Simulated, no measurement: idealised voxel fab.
Documented hereafter: the process module known as voxel trench capacitor.
215 nm wide, 5 nm square cells: that's cross-section cut.
We lay out every cross-section as a grid of square cells and spell it out in bands from the top down, where one band means one or more rows of cells.
The entry gives the band's vertical extent as a top height and a bottom height in nm, then its horizontal make-up as materials from left to right, each with a width in nm. "empty" stands for empty space; a single material marked "all across" fills the band edge to edge.
Height is counted from the level 0, under which the received wafer is composed throughout of one material. The lowest of the bands is not closed at the bottom but continues downward, in the notation "z 0 and below".
Think of "30 to 40" as a width that walks from the first number to the second as you go down the band, top row to bottom row, taking equal-sized steps from row to row.
Where the words "nothing got changed" appear for a step, the cross-section shows no cell changed by that step; every cell remained as before.
"closed voids" - sealed voids, min. 8 cells, no opening to top; format: width x height at distance (distance from left edge; nm throughout).
Where a step's line continues beyond its settings, the continuation is a remark by the simulator itself on that step.
overlay nm: how far to the right of its planned place the mask lay on this masked step (negative: to the left).

# These are the steps we planned for the process
- 1: RECEIVE: material Si
- 2: CONFORMAL_DEP: material SiN, thk nm 10
- 3: DIRECTIONAL_DEP: material aC, thk nm 15
- 4: PATTERN: tone open, mask id TRENCH, material resist, width nm 30, pitch nm 50, thk nm 30, overlay nm 0
- 5: DIRECTIONAL_ETCH: etch materials aC, depth nm 15
- 6: STRIP: etch materials resist
- 7: DIRECTIONAL_ETCH: etch materials SiN, depth nm 10
- 8: DIRECTIONAL_ETCH: etch materials Si, depth nm 35
- 9: STRIP: etch materials aC
- 10: CONFORMAL_DEP: material HfO2, thk nm 5
- 11: CONFORMAL_DEP: material TiN, thk nm 5
- 12: FILL_DEP: material W, thk nm 10
- 13: CMP: height nm 10

# First wafer, two in total, run as planned

# as received, after step 1
z 0 and below: Si all across
closed voids: none

# Step 2 done - wafer cross-section
z 10 to 0: SiN all across
Below 0 it's all the same as before, nothing changed down there.

# Step 3 done - wafer cross-section
z 25 to 10: aC all across
Below 10 it's all the same as before, nothing changed down there.

# Step 4 done - wafer cross-section
z 55 to 25: resist (15); empty (30); resist (20); empty (30); resist (20); empty (30); resist (20); empty (30); resist (20)
Below 25 it's all the same as before, nothing changed down there.

# Step 5 done - wafer cross-section
z 40 to 25: resist (15); empty (30); resist (20); empty (30); resist (20); empty (30); resist (20); empty (30); resist (20)
z 25 to 10: aC (15); empty (30); aC (20); empty (30); aC (20); empty (30); aC (20); empty (30); aC (20)
Below 10 it's all the same as before, nothing changed down there.

# Step 6 done - wafer cross-section
z 25 to 10: aC (15); empty (30); aC (20); empty (30); aC (20); empty (30); aC (20); empty (30); aC (20)
Below 10 it's all the same as before, nothing changed down there.

# Step 7 done - wafer cross-section
z 25 to 10: aC (15); empty (30); aC (20); empty (30); aC (20); empty (30); aC (20); empty (30); aC (20)
z 10 to 0: SiN (15); empty (30); SiN (20); empty (30); SiN (20); empty (30); SiN (20); empty (30); SiN (20)
Below 0 it's all the same as before, nothing changed down there.

# Step 8 done - wafer cross-section
z 25 to 10: aC (15); empty (30); aC (20); empty (30); aC (20); empty (30); aC (20); empty (30); aC (20)
z 10 to 0: SiN (15); empty (30); SiN (20); empty (30); SiN (20); empty (30); SiN (20); empty (30); SiN (20)
z 0 to -35: Si (15); empty (30); Si (20); empty (30); Si (20); empty (30); Si (20); empty (30); Si (20)
Below -35 it's all the same as before, nothing changed down there.

# Step 9 done - wafer cross-section
z 10 to 0: SiN (15); empty (30); SiN (20); empty (30); SiN (20); empty (30); SiN (20); empty (30); SiN (20)
Below 0 it's all the same as before, nothing changed down there.

# Step 10 done - wafer cross-section
z 15 to 10: HfO2 (20); empty (20); HfO2 (30); empty (20); HfO2 (30); empty (20); HfO2 (30); empty (20); HfO2 (25)
z 10 to 0: SiN (15); HfO2 (5); empty (20); HfO2 (5); SiN (20); HfO2 (5); empty (20); HfO2 (5); SiN (20); HfO2 (5); empty (20); HfO2 (5); SiN (20); HfO2 (5); empty (20); HfO2 (5); SiN (20)
z 0 to -30: Si (15); HfO2 (5); empty (20); HfO2 (5); Si (20); HfO2 (5); empty (20); HfO2 (5); Si (20); HfO2 (5); empty (20); HfO2 (5); Si (20); HfO2 (5); empty (20); HfO2 (5); Si (20)
z -30 to -35: Si (15); HfO2 (30); Si (20); HfO2 (30); Si (20); HfO2 (30); Si (20); HfO2 (30); Si (20)
Below -35 it's all the same as before, nothing changed down there.

# Step 11 done - wafer cross-section
z 20 to 15: TiN (25); empty (10); TiN (40); empty (10); TiN (40); empty (10); TiN (40); empty (10); TiN (30)
z 15 to 10: HfO2 (20); TiN (5); empty (10); TiN (5); HfO2 (30); TiN (5); empty (10); TiN (5); HfO2 (30); TiN (5); empty (10); TiN (5); HfO2 (30); TiN (5); empty (10); TiN (5); HfO2 (25)
z 10 to 0: SiN (15); HfO2 (5); TiN (5); empty (10); TiN (5); HfO2 (5); SiN (20); HfO2 (5); TiN (5); empty (10); TiN (5); HfO2 (5); SiN (20); HfO2 (5); TiN (5); empty (10); TiN (5); HfO2 (5); SiN (20); HfO2 (5); TiN (5); empty (10); TiN (5); HfO2 (5); SiN (20)
z 0 to -25: Si (15); HfO2 (5); TiN (5); empty (10); TiN (5); HfO2 (5); Si (20); HfO2 (5); TiN (5); empty (10); TiN (5); HfO2 (5); Si (20); HfO2 (5); TiN (5); empty (10); TiN (5); HfO2 (5); Si (20); HfO2 (5); TiN (5); empty (10); TiN (5); HfO2 (5); Si (20)
z -25 to -30: Si (15); HfO2 (5); TiN (20); HfO2 (5); Si (20); HfO2 (5); TiN (20); HfO2 (5); Si (20); HfO2 (5); TiN (20); HfO2 (5); Si (20); HfO2 (5); TiN (20); HfO2 (5); Si (20)
Below -30 it's all the same as before, nothing changed down there.

# Step 12 done - wafer cross-section
z 30 to 20: W all across
z 20 to 15: TiN (25); W (10); TiN (40); W (10); TiN (40); W (10); TiN (40); W (10); TiN (30)
z 15 to 10: HfO2 (20); TiN (5); W (10); TiN (5); HfO2 (30); TiN (5); W (10); TiN (5); HfO2 (30); TiN (5); W (10); TiN (5); HfO2 (30); TiN (5); W (10); TiN (5); HfO2 (25)
z 10 to 0: SiN (15); HfO2 (5); TiN (5); W (10); TiN (5); HfO2 (5); SiN (20); HfO2 (5); TiN (5); W (10); TiN (5); HfO2 (5); SiN (20); HfO2 (5); TiN (5); W (10); TiN (5); HfO2 (5); SiN (20); HfO2 (5); TiN (5); W (10); TiN (5); HfO2 (5); SiN (20)
z 0 to -25: Si (15); HfO2 (5); TiN (5); W (10); TiN (5); HfO2 (5); Si (20); HfO2 (5); TiN (5); W (10); TiN (5); HfO2 (5); Si (20); HfO2 (5); TiN (5); W (10); TiN (5); HfO2 (5); Si (20); HfO2 (5); TiN (5); W (10); TiN (5); HfO2 (5); Si (20)
Below -25 it's all the same as before, nothing changed down there.

# Step 13 done - wafer cross-section
z 10 to 0: SiN (15); HfO2 (5); TiN (5); W (10); TiN (5); HfO2 (5); SiN (20); HfO2 (5); TiN (5); W (10); TiN (5); HfO2 (5); SiN (20); HfO2 (5); TiN (5); W (10); TiN (5); HfO2 (5); SiN (20); HfO2 (5); TiN (5); W (10); TiN (5); HfO2 (5); SiN (20)
Below 0 it's all the same as before, nothing changed down there.

# Wafer two: like wafer one in start and plan, but with one mistake in execution; identical up to and including step 7

# Look at the second wafer in cross-section at the time step 8 ought to have finished
z 25 to 10: aC (15); empty (30); aC (20); empty (30); aC (20); empty (30); aC (20); empty (30); aC (20)
z 10 to 0: SiN (15); empty (30); SiN (20); empty (30); SiN (20); empty (30); SiN (20); empty (30); SiN (20)
z 0 to -70: Si (15); empty (30); Si (20); empty (30); Si (20); empty (30); Si (20); empty (30); Si (20)
Below -70 it's all the same as before, nothing changed down there.

# Look at the second wafer in cross-section at the time step 9 ought to have finished
z 10 to 0: SiN (15); empty (30); SiN (20); empty (30); SiN (20); empty (30); SiN (20); empty (30); SiN (20)
Below 0 it's all the same as before, nothing changed down there.

# Look at the second wafer in cross-section at the time step 10 ought to have finished
z 15 to 10: HfO2 (20); empty (20); HfO2 (30); empty (20); HfO2 (30); empty (20); HfO2 (30); empty (20); HfO2 (25)
z 10 to 0: SiN (15); HfO2 (5); empty (20); HfO2 (5); SiN (20); HfO2 (5); empty (20); HfO2 (5); SiN (20); HfO2 (5); empty (20); HfO2 (5); SiN (20); HfO2 (5); empty (20); HfO2 (5); SiN (20)
z 0 to -65: Si (15); HfO2 (5); empty (20); HfO2 (5); Si (20); HfO2 (5); empty (20); HfO2 (5); Si (20); HfO2 (5); empty (20); HfO2 (5); Si (20); HfO2 (5); empty (20); HfO2 (5); Si (20)
z -65 to -70: Si (15); HfO2 (30); Si (20); HfO2 (30); Si (20); HfO2 (30); Si (20); HfO2 (30); Si (20)
Below -70 it's all the same as before, nothing changed down there.

# Look at the second wafer in cross-section at the time step 11 ought to have finished
z 20 to 15: TiN (25); empty (10); TiN (40); empty (10); TiN (40); empty (10); TiN (40); empty (10); TiN (30)
z 15 to 10: HfO2 (20); TiN (5); empty (10); TiN (5); HfO2 (30); TiN (5); empty (10); TiN (5); HfO2 (30); TiN (5); empty (10); TiN (5); HfO2 (30); TiN (5); empty (10); TiN (5); HfO2 (25)
z 10 to 0: SiN (15); HfO2 (5); TiN (5); empty (10); TiN (5); HfO2 (5); SiN (20); HfO2 (5); TiN (5); empty (10); TiN (5); HfO2 (5); SiN (20); HfO2 (5); TiN (5); empty (10); TiN (5); HfO2 (5); SiN (20); HfO2 (5); TiN (5); empty (10); TiN (5); HfO2 (5); SiN (20)
z 0 to -60: Si (15); HfO2 (5); TiN (5); empty (10); TiN (5); HfO2 (5); Si (20); HfO2 (5); TiN (5); empty (10); TiN (5); HfO2 (5); Si (20); HfO2 (5); TiN (5); empty (10); TiN (5); HfO2 (5); Si (20); HfO2 (5); TiN (5); empty (10); TiN (5); HfO2 (5); Si (20)
z -60 to -65: Si (15); HfO2 (5); TiN (20); HfO2 (5); Si (20); HfO2 (5); TiN (20); HfO2 (5); Si (20); HfO2 (5); TiN (20); HfO2 (5); Si (20); HfO2 (5); TiN (20); HfO2 (5); Si (20)
Below -65 it's all the same as before, nothing changed down there.

# Look at the second wafer in cross-section at the time step 12 ought to have finished
z 30 to 20: W all across
z 20 to 15: TiN (25); W (10); TiN (40); W (10); TiN (40); W (10); TiN (40); W (10); TiN (30)
z 15 to 10: HfO2 (20); TiN (5); W (10); TiN (5); HfO2 (30); TiN (5); W (10); TiN (5); HfO2 (30); TiN (5); W (10); TiN (5); HfO2 (30); TiN (5); W (10); TiN (5); HfO2 (25)
z 10 to 0: SiN (15); HfO2 (5); TiN (5); W (10); TiN (5); HfO2 (5); SiN (20); HfO2 (5); TiN (5); W (10); TiN (5); HfO2 (5); SiN (20); HfO2 (5); TiN (5); W (10); TiN (5); HfO2 (5); SiN (20); HfO2 (5); TiN (5); W (10); TiN (5); HfO2 (5); SiN (20)
z 0 to -60: Si (15); HfO2 (5); TiN (5); W (10); TiN (5); HfO2 (5); Si (20); HfO2 (5); TiN (5); W (10); TiN (5); HfO2 (5); Si (20); HfO2 (5); TiN (5); W (10); TiN (5); HfO2 (5); Si (20); HfO2 (5); TiN (5); W (10); TiN (5); HfO2 (5); Si (20)
Below -60 it's all the same as before, nothing changed down there.

# Look at the second wafer in cross-section at the time step 13 ought to have finished
z 10 to 0: SiN (15); HfO2 (5); TiN (5); W (10); TiN (5); HfO2 (5); SiN (20); HfO2 (5); TiN (5); W (10); TiN (5); HfO2 (5); SiN (20); HfO2 (5); TiN (5); W (10); TiN (5); HfO2 (5); SiN (20); HfO2 (5); TiN (5); W (10); TiN (5); HfO2 (5); SiN (20)
Below 0 it's all the same as before, nothing changed down there.
what went wrong: twice over, step 8 of the plan was run
It is noted that, at the conclusion of processing, the second wafer exhibits a higher or lower cell count for certain materials relative to the first: HfO2: 56 more; Si: 168 fewer; TiN: 56 more; W: 56 more
